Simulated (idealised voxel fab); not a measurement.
process module | voxel self aligned vias
cross-section cut | 260 nm wide | cells 5 nm
A cross-section is a grid of square cells, given in bands from the top down. A band is one or more rows of cells.
Each band's line starts with the height of the band's top and of its bottom, in nm. Then come its materials from left to right, each with its width in nm. One material with "throughout" fills the band from edge to edge. "air" is empty space.
Height 0 is the level under which the wafer as received is all one material. The lowest band goes on downwards, as in "0 down".
A width such as "30 to 40" changes by the same amount from each row of cells to the next, from the band's top row to its bottom row.
"no change" after a step means that no cell of the cross-section changed.
closed voids: empty space of 8 cells or more with no open way to the top, each as width x height at its distance from the left edge, in nm
after a step's settings: what the simulator itself notes on the step
overlay nm, on a step with a mask: how far to the right of its planned place the mask lay; to the left if negative
plan
1 op RECEIVE | material Si
2 op CONFORMAL_DEP | material SiO2 | thk nm 10
3 op CONFORMAL_DEP | material SiCN | thk nm 5
4 op DIRECTIONAL_DEP | material lowk | thk nm 30
5 op MASKED_ETCH | tone open | mask id LINES | width nm 25 | pitch nm 60 | etch materials lowk | depth nm 30 | overlay nm 0
6 op CONFORMAL_DEP | material TiN | thk nm 5
7 op FILL_DEP | material Ru | thk nm 10
8 op CMP | height nm 45
9 op SELECTIVE_ETCH | etch materials W Ru TiN | depth nm 5
10 op FILL_DEP | material SiN | thk nm 5
11 op CMP | height nm 45
12 op DIRECTIONAL_DEP | material lowk | thk nm 15
13 op PATTERN | tone open | mask id VIAS | material resist | width nm 35 | pitch nm 60 | thk nm 15 | overlay nm 0
14 op DIRECTIONAL_ETCH | etch materials lowk | depth nm 15
15 op DIRECTIONAL_ETCH | etch materials SiN | depth nm 5
16 op STRIP | etch materials resist
17 op CONFORMAL_DEP | material TiN | thk nm 5
18 op FILL_DEP | material Cu | thk nm 10
19 op CMP | height nm 60
20 op CONFORMAL_DEP | material SiCN | thk nm 5
as received, after step 1
  0 down: Si throughout
  closed voids: none
first wafer at the end, as planned
  65 to 60: SiCN throughout
  60 to 50: lowk 50 | TiN 5 | Cu 25 | TiN 5 | lowk 25 | TiN 5 | Cu 25 | TiN 5 | lowk 25 | TiN 5 | Cu 25 | TiN 5 | lowk 55
  50 to 45: lowk 50 | TiN 10 | Cu 15 | TiN 10 | lowk 25 | TiN 10 | Cu 15 | TiN 10 | lowk 25 | TiN 10 | Cu 15 | TiN 10 | lowk 55
  45 to 40: lowk 55 | TiN 25 | lowk 35 | TiN 25 | lowk 35 | TiN 25 | lowk 60
  40 to 20: lowk 55 | TiN 5 | Ru 15 | TiN 5 | lowk 35 | TiN 5 | Ru 15 | TiN 5 | lowk 35 | TiN 5 | Ru 15 | TiN 5 | lowk 60
  20 to 15: lowk 55 | TiN 25 | lowk 35 | TiN 25 | lowk 35 | TiN 25 | lowk 60
  15 to 10: SiCN throughout
  10 to 0: SiO2 throughout
  0 down: Si throughout
  closed voids: none
second wafer at the end: like start, like plan, one mistake
  65 to 60: SiCN throughout
  60 to 45: lowk 50 | TiN 5 | Cu 25 | TiN 5 | lowk 25 | TiN 5 | Cu 25 | TiN 5 | lowk 25 | TiN 5 | Cu 25 | TiN 5 | lowk 55
  45 to 40: SiN 50 | TiN 35 | SiN 25 | TiN 35 | SiN 25 | TiN 35 | SiN 55
  40 to 35: TiN 60 | Ru 15 | TiN 45 | Ru 15 | TiN 45 | Ru 15 | TiN 65
  35 to 10: lowk 55 | TiN 5 | Ru 15 | TiN 5 | lowk 35 | TiN 5 | Ru 15 | TiN 5 | lowk 35 | TiN 5 | Ru 15 | TiN 5 | lowk 60
  10 to 5: lowk 55 | TiN 25 | lowk 35 | TiN 25 | lowk 35 | TiN 25 | lowk 60
  5 to 0: SiCN throughout
  0 down: Si throughout
  closed voids: none
what went wrong: step 2 was left out
at the end the second wafer has, in cells: 6 more of Cu | 18 more of Ru | 31 more of SiN | 104 fewer of SiO2 | 49 more of TiN
